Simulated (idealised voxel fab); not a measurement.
Name of the process module below: voxel fin reveal
Cross-section cut spans 265 nm and uses square cells 5 nm in size.
Think of the cross-section as a grid of square cells. We describe it in bands, top to bottom, and each band covers one or more rows of those cells. This entry defines a band. It first specifies the height of the band's top and the height of its bottom in nm, and then specifies the band's materials from left to right, stating each material with its width in nm. The word "all across" identifies a single material that fills the band from edge to edge, while the word "air" identifies empty space. Below 0: as-received wafer, all one material; heights counted from there. Lowest band: no bottom, goes on down, written "z 0 and below". The width entry "30 to 40" should be interpreted row by row: the top row of cells in the band takes the first number, the bottom row takes the second number, and the change between adjacent rows is uniform throughout. You'll sometimes find "changes: none" written for a step, and that's the way of saying that nowhere in the cross-section did a cell change during that step. Heads up: "Unvented cavities" only lists the empty pockets with no open path to the top that are 8 cells or more, and it writes them as width x height at distance, distance from the left edge, in nm. On each step's line, the part that comes after the settings is the simulator's own comment on the step. On any step carrying a mask, the "overlay nm" setting, if present on the step's line, tells how far right of its planned place the mask lay; negative values point to the left.

Listed below are the process steps as planned:
1,RECEIVE: material Si
2,CONFORMAL_DEP: material SiN, thk nm 5
3,PATTERN: tone cover, mask id FINS, material resist, width nm 15, pitch nm 45, thk nm 15, overlay nm 0
4,DIRECTIONAL_ETCH: etch materials SiN, depth nm 5
5,DIRECTIONAL_ETCH: etch materials Si, depth nm 30
6,STRIP: etch materials resist
7,OXIDIZE: depth nm 5
8,FILL_DEP: material SiO2, thk nm 15
9,CMP: height nm 5
10,SELECTIVE_ETCH: etch materials SiO2, depth nm 15
11,STRIP: etch materials SiN
12,CONFORMAL_DEP: material SiO2, thk nm 5

Cross-sectional view of the wafer in its as-received condition, corresponding to the state after step 1:
* z 0 and below | Si all across
* Unvented cavities: none

Below is the wafer in cross-section after the module was completed. It began from the starting point shown above and followed the plan shown above, except that one mistake was made while running it:
* z 5 to 0 | SiO2 (55), air (15), SiO2 (30), air (15), SiO2 (30), air (15), SiO2 (30), air (15), SiO2 (60)
* z 0 to -5 | Si (50), SiO2 (5), air (15), SiO2 (5), Si (20), SiO2 (5), air (15), SiO2 (5), Si (20), SiO2 (5), air (15), SiO2 (5), Si (20), SiO2 (5), air (15), SiO2 (5), Si (55)
* z -5 to -35 | Si (50), SiO2 (25), Si (20), SiO2 (25), Si (20), SiO2 (25), Si (20), SiO2 (25), Si (55)
* z -35 and below | Si all across
* Unvented cavities: none
So what did we get wrong on this run? step 3 off recipe, ran as PATTERN: tone open, mask id FINS, material resist, width nm 15, pitch nm 45, thk nm 15, overlay nm 0
